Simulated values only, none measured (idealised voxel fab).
This section sets out a process module, namely voxel released beams.
This is section cut - it's 155 nm across, gridded in 5 nm square cells.
Cross-section layout: square cells on a grid; listed as bands, top to bottom; a band spans one or more cell rows. It is stipulated that each band's entry specify, in nanometres, the height of the top of the band and then that of its bottom, followed by the materials of the band in left-to-right sequence, each together with its width in nanometres. A single material marked by the word "all across" is understood to fill the band from edge to edge; the word "air" is understood to denote empty space. Beneath 0, the wafer as received is one material, and that level is where height counting begins. The lowest band goes on downward without a bottom; it is written like "z 0 and below". The width entry "30..40" should be interpreted row by row: the top row of cells in the band takes the first number, the bottom row takes the second number, and the change between adjacent rows is uniform throughout. Given "nothing altered" for a step, no cell of the cross-section differs between before and after that step. The label "Unvented internal voids" introduces a list of the empty spaces, 8 cells or larger, that have no open way up to the top; each entry in it reads width x height at distance, where the distance is taken from the left edge and all three are stated in nm. If you see something after the settings on a step's line, that's the simulator's own remark about that step. overlay nm: for a step with a mask, the amount by which the mask lay right of where it was planned; a negative amount means left of it.
## Here's what the planned process steps look like
1,RECEIVE: material Si
2,CONFORMAL_DEP: material Al2O3, thk nm 5
3,DIRECTIONAL_DEP: material SiO2, thk nm 10
4,DIRECTIONAL_DEP: material aC, thk nm 15
5,PATTERN: tone open, mask id ANCHOR, material resist, width nm 40, thk nm 35, overlay nm 0
6,DIRECTIONAL_ETCH: etch materials aC, depth nm 15
7,STRIP: etch materials resist
8,DIRECTIONAL_ETCH: etch materials SiO2, depth nm 10
9,STRIP: etch materials aC
10,CONFORMAL_DEP: material SiN, thk nm 15
11,MASKED_ETCH: tone cover, mask id BEAM, width nm 100, etch materials SiN, depth nm 15, overlay nm 0
12,STRIP: etch materials SiO2
## Cross-section, incoming material, after step 1
  z 0 and below: Si all across
  Unvented internal voids: none
## Cross-sectional view of the first of the two wafers upon completion of the module, processed in accordance with the plan
  z 30 to 20: 25 of air, 20 of SiN, 10 of air, 70 of SiN, 30 of air
  z 20 to 15: 25 of air, 100 of SiN, 30 of air
  z 15 to 5: 30 of air, 40 of SiN, 85 of air
  z 5 to 0: Al2O3 all across
  z 0 and below: Si all across
  Unvented internal voids: none
## This is the second of the two wafers, cross-sectioned at the end of the module; it started exactly like the first and was given the same plan, but it was run with one mistake
  z 25 to 15: 25 of air, 20 of SiN, 10 of air, 70 of SiN, 30 of air
  z 15 to 10: 25 of air, 100 of SiN, 30 of air
  z 10 to 0: 30 of air, 40 of SiN, 85 of air
  z 0 and below: Si all across
  Unvented internal voids: none
What went wrong in running the wafer? plan step 2: skipped, not run
Cell-count delta at end, second wafer over first, by material: Al2O3: 31 fewer
